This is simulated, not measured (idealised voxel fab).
Presented below is a process module, voxel self aligned vias.
Cross-section cut: width 220 nm, square cells of 5 nm.
How to read a cross-section here: the picture is a grid of square cells, written as bands going from the top down, and any band can span one or more rows of cells. In this notation a band is specified by the heights of its top and bottom, in that order and in nm, after which its materials appear from left to right, each paired with its width in nm. The word "throughout" attached to a single material means that material fills the band from edge to edge; the word "empty" stands for empty space. For the purposes of this specification, 0 denotes the height below which the wafer in its as-received condition is composed wholly of one material, and the lowermost band, lacking a lower limit, extends downward without end, as expressed in "from 0 down". Note: "30..40" means the width goes from the first number (top row of the band) to the second number (bottom row) in equal steps per row of cells. Reading "nothing changed" for a step: not a cell of the cross-section changed in it. Under "Voids, fully enclosed" you'll find the enclosed gaps, the ones with no way out to the top, that are 8 cells or bigger; each reads width x height at distance, with distance counted from the left edge, everything in nm. What comes after the settings on a step's line is commentary from the simulator itself on that step. overlay nm, on a step with a mask: how far to the right of its planned place the mask lay; to the left if negative.

Planned process steps:
1. RECEIVE | material Si
2. CONFORMAL_DEP | material SiO2 | thk nm 15
3. CONFORMAL_DEP | material SiCN | thk nm 5
4. DIRECTIONAL_DEP | material lowk | thk nm 20
5. DIRECTIONAL_DEP | material aC | thk nm 10
6. PATTERN | tone open | mask id LINES | material resist | width nm 25 | pitch nm 55 | thk nm 25 | overlay nm 0
7. DIRECTIONAL_ETCH | etch materials aC | depth nm 10
8. STRIP | etch materials resist
9. DIRECTIONAL_ETCH | etch materials lowk | depth nm 20
10. STRIP | etch materials aC
11. CONFORMAL_DEP | material TiN | thk nm 5
12. FILL_DEP | material W | thk nm 10
13. CMP | height nm 40
14. SELECTIVE_ETCH | etch materials W Ru TiN | depth nm 5
15. FILL_DEP | material SiN | thk nm 10
16. CMP | height nm 40
17. DIRECTIONAL_DEP | material lowk | thk nm 20
18. PATTERN | tone open | mask id VIAS | material resist | width nm 35 | pitch nm 110 | thk nm 15 | overlay nm 0
19. DIRECTIONAL_ETCH | etch materials lowk | depth nm 20
20. DIRECTIONAL_ETCH | etch materials SiN | depth nm 5
21. STRIP | etch materials resist
22. CONFORMAL_DEP | material TiN | thk nm 5
23. FILL_DEP | material Cu | thk nm 10
24. CMP | height nm 60
25. CONFORMAL_DEP | material SiN | thk nm 5

As received (post step 1): cross-section:
from 0 down  Si throughout
Voids, fully enclosed: none

First of two wafers at the end of the module, shown in cross-section; run carried out as planned:
from 65 to 60  SiN throughout
from 60 to 45  lowk (35), then TiN (5), then Cu (25), then TiN (5), then lowk (75), then TiN (5), then Cu (25), then TiN (5), then lowk (40)
from 45 to 40  lowk (35), then TiN (10), then Cu (15), then TiN (10), then lowk (75), then TiN (10), then Cu (15), then TiN (10), then lowk (40)
from 40 to 35  lowk (40), then TiN (25), then lowk (30), then SiN (25), then lowk (30), then TiN (25), then lowk (45)
from 35 to 25  lowk (40), then TiN (5), then W (15), then TiN (5), then lowk (30), then TiN (5), then W (15), then TiN (5), then lowk (30), then TiN (5), then W (15), then TiN (5), then lowk (45)
from 25 to 20  lowk (40), then TiN (25), then lowk (30), then TiN (25), then lowk (30), then TiN (25), then lowk (45)
from 20 to 15  SiCN throughout
from 15 to 0  SiO2 throughout
from 0 down  Si throughout
Voids, fully enclosed: none

This cross-section belongs to the second wafer of two at the end of the module; the start and the plan were shared with the first, and the run included one mistake:
from 65 to 60  SiN throughout
from 60 to 40  lowk (35), then TiN (5), then Cu (25), then TiN (5), then lowk (75), then TiN (5), then Cu (25), then TiN (5), then lowk (40)
from 40 to 35  SiN (35), then TiN (35), then SiN (75), then TiN (35), then SiN (40)
from 35 to 20  lowk (40), then TiN (5), then W (15), then TiN (5), then lowk (30), then TiN (5), then W (15), then TiN (5), then lowk (30), then TiN (5), then W (15), then TiN (5), then lowk (45)
from 20 to 15  lowk (40), then TiN (25), then lowk (30), then TiN (25), then lowk (30), then TiN (25), then lowk (45)
from 15 to 0  SiO2 throughout
from 0 down  Si throughout
Voids, fully enclosed: none
Diagnosis: step 3 of the plan: omitted, not performed
FYI, end of process, the second wafer has more or fewer cells of some materials than the first: 4 more of Cu, 44 fewer of SiCN, 25 more of SiN, 6 more of TiN, 9 more of W
